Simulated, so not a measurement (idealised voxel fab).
Process module heading - voxel trench capacitor
Shown is cross-section cut, with a width of 280 nm and square cells of size 5 nm.
Notation: cross-section as square-cell grid; stated in bands, top first, going down; one or more cell rows per band.
Per band: top height and bottom height in nm, followed by the left-to-right materials and their widths in nm; "everywhere" marks a single material spanning edge to edge, "empty" marks empty space.
Heights are measured from 0, the level below which the as-received wafer is all one material; the lowest band has no bottom and continues downward, written as in "z 0 and below".
With a width like "30..40", each row of cells in the band differs from the next by the same amount, the top row carrying the first number and the bottom row the second.
Reading "remained unchanged" for a step: not a cell of the cross-section changed in it.
"Closed void inventory" lists enclosed empty spaces (at least 8 cells, no open path upward to the top), each as width x height at distance from the left edge, in nm.
after a step's settings: what the simulator itself notes on the step
On any step carrying a mask, the "overlay nm" setting, if present on the step's line, tells how far right of its planned place the mask lay; negative values point to the left.
### Process steps - plan
| 1 | RECEIVE,material Si |
| 2 | CONFORMAL_DEP,material SiN,thk nm 10 |
| 3 | DIRECTIONAL_DEP,material aC,thk nm 10 |
| 4 | PATTERN,tone open,mask id TRENCH,material resist,width nm 15,pitch nm 30,thk nm 25,overlay nm 0 |
| 5 | DIRECTIONAL_ETCH,etch materials aC,depth nm 10 |
| 6 | STRIP,etch materials resist |
| 7 | DIRECTIONAL_ETCH,etch materials SiN,depth nm 10 |
| 8 | DIRECTIONAL_ETCH,etch materials Si,depth nm 30 |
| 9 | STRIP,etch materials aC |
| 10 | CONFORMAL_DEP,material Al2O3,thk nm 5 |
| 11 | FILL_DEP,material polySi,thk nm 5 |
| 12 | CMP,height nm 10 |
### First of two wafers: run as planned
### Cross-section of the wafer at receipt, which is the condition after step 1
	z 0 and below | Si everywhere
	Closed void inventory: none
### State of the wafer after step 2, shown in cross-section
	z 10 to 0 | SiN everywhere
	Heights below 0 show no change.
### State of the wafer after step 3, shown in cross-section
	z 20 to 10 | aC everywhere
	Heights below 10 show no change.
### State of the wafer after step 4, shown in cross-section
	z 45 to 20 | 115 resist, 15 empty, 15 resist, 15 empty, 120 resist
	Heights below 20 show no change.
### State of the wafer after step 5, shown in cross-section
	z 35 to 20 | 115 resist, 15 empty, 15 resist, 15 empty, 120 resist
	z 20 to 10 | 115 aC, 15 empty, 15 aC, 15 empty, 120 aC
	Heights below 10 show no change.
### State of the wafer after step 6, shown in cross-section
	z 20 to 10 | 115 aC, 15 empty, 15 aC, 15 empty, 120 aC
	Heights below 10 show no change.
### State of the wafer after step 7, shown in cross-section
	z 20 to 10 | 115 aC, 15 empty, 15 aC, 15 empty, 120 aC
	z 10 to 0 | 115 SiN, 15 empty, 15 SiN, 15 empty, 120 SiN
	Heights below 0 show no change.
### State of the wafer after step 8, shown in cross-section
	z 20 to 10 | 115 aC, 15 empty, 15 aC, 15 empty, 120 aC
	z 10 to 0 | 115 SiN, 15 empty, 15 SiN, 15 empty, 120 SiN
	z 0 to -30 | 115 Si, 15 empty, 15 Si, 15 empty, 120 Si
	Heights below -30 show no change.
### State of the wafer after step 9, shown in cross-section
	z 10 to 0 | 115 SiN, 15 empty, 15 SiN, 15 empty, 120 SiN
	Heights below 0 show no change.
### State of the wafer after step 10, shown in cross-section
	z 15 to 10 | 120 Al2O3, 5 empty, 25 Al2O3, 5 empty, 125 Al2O3
	z 10 to 0 | 115 SiN, 5 Al2O3, 5 empty, 5 Al2O3, 15 SiN, 5 Al2O3, 5 empty, 5 Al2O3, 120 SiN
	z 0 to -25 | 115 Si, 5 Al2O3, 5 empty, 5 Al2O3, 15 Si, 5 Al2O3, 5 empty, 5 Al2O3, 120 Si
	z -25 to -30 | 115 Si, 15 Al2O3, 15 Si, 15 Al2O3, 120 Si
	Heights below -30 show no change.
### State of the wafer after step 11, shown in cross-section
	z 20 to 15 | polySi everywhere
	z 15 to 10 | 120 Al2O3, 5 polySi, 25 Al2O3, 5 polySi, 125 Al2O3
	z 10 to 0 | 115 SiN, 5 Al2O3, 5 polySi, 5 Al2O3, 15 SiN, 5 Al2O3, 5 polySi, 5 Al2O3, 120 SiN
	z 0 to -25 | 115 Si, 5 Al2O3, 5 polySi, 5 Al2O3, 15 Si, 5 Al2O3, 5 polySi, 5 Al2O3, 120 Si
	Heights below -25 show no change.
### State of the wafer after step 12, shown in cross-section
	z 10 to 0 | 115 SiN, 5 Al2O3, 5 polySi, 5 Al2O3, 15 SiN, 5 Al2O3, 5 polySi, 5 Al2O3, 120 SiN
	Heights below 0 show no change.
### Here the second wafer is described. Its start and its plan were those of the first wafer. Its run contained one mistake. Up to and including step 11, it did exactly what the first wafer did
### Cross-section of the second wafer corresponding to the planned conclusion of step 12
	z 5 to 0 | 115 SiN, 5 Al2O3, 5 polySi, 5 Al2O3, 15 SiN, 5 Al2O3, 5 polySi, 5 Al2O3, 120 SiN
	Heights below 0 show no change.
Deviation from plan: heads up, step 12 didn't go per plan, it actually ran as CMP,height nm 5
Final tally in cells, some materials are higher or lower on the second wafer than on the first: -4 Al2O3 | -50 SiN | -2 polySi
